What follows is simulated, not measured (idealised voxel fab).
The document below concerns the process module designated voxel released beams.
For reference, the cross-section in this document is cut, with width 195 nm and square cells of 5 nm.
Cross-section layout: square cells on a grid; listed as bands, top to bottom; a band spans one or more cell rows. What a band's entry tells you: where the top is and where the bottom is, as heights in nm, and after that what lies inside, material by material from left to right, each with its width in nm. Empty space is written as the word "empty", and a single material marked with the word "edge to edge" occupies the band from edge to edge. Convention: height 0 is the level below which the wafer, as received, is all one material. The lowest band does not terminate at the bottom but continues downward, represented as "0..down". Graded width ("30..40"): value in top row of band = first number; value in bottom row = second number; row-to-row change constant. "identical to before" after a step means that no cell of the cross-section changed. Empty spaces without an open route to the top, at least 8 cells in extent, make up the entry "Fully closed voids"; each is given as width x height at distance, where the distance is measured from the left edge, and all are in nm. Heads up: the bit after the settings on a step's line is the simulator's remark on that step. A step's line can hold "overlay nm"; with a mask on that step, the setting says how far right of the planned place the mask lay, while a negative setting says it lay to the left.
LIST OF PLANNED PROCESS STEPS
1. RECEIVE, material Si
2. CONFORMAL_DEP, material SiN, thk nm 5
3. DIRECTIONAL_DEP, material SiO2, thk nm 10
4. MASKED_ETCH, tone open, mask id ANCHOR, width nm 45, etch materials SiO2, depth nm 10, overlay nm 0
5. CONFORMAL_DEP, material TiN, thk nm 15
6. DIRECTIONAL_DEP, material aC, thk nm 10
7. PATTERN, tone cover, mask id BEAM, material resist, width nm 120, thk nm 30, overlay nm 0
8. DIRECTIONAL_ETCH, etch materials aC, depth nm 10
9. STRIP, etch materials resist
10. DIRECTIONAL_ETCH, etch materials TiN, depth nm 15
11. STRIP, etch materials aC
12. STRIP, etch materials SiO2
AS-RECEIVED WAFER CROSS-SECTION (AFTER STEP 1)
- 0..down: Si edge to edge
- Fully closed voids: none
LOOK AT THE CROSS-SECTION AFTER THE MODULE: THE WAFER STARTED OUT THE WAY SHOWN ABOVE AND THE PLAN WAS THE ONE SHOWN ABOVE, YET ONE MISTAKE WAS MADE ALONG THE WAY
- 45..30: empty (35) / TiN (120) / empty (40)
- 30..15: TiN edge to edge
- 15..5: SiO2 (40) / TiN (45) / SiO2 (110)
- 5..0: SiN edge to edge
- 0..down: Si edge to edge
- Fully closed voids: none
Misprocessing identified: step 5 of the plan was twice carried out
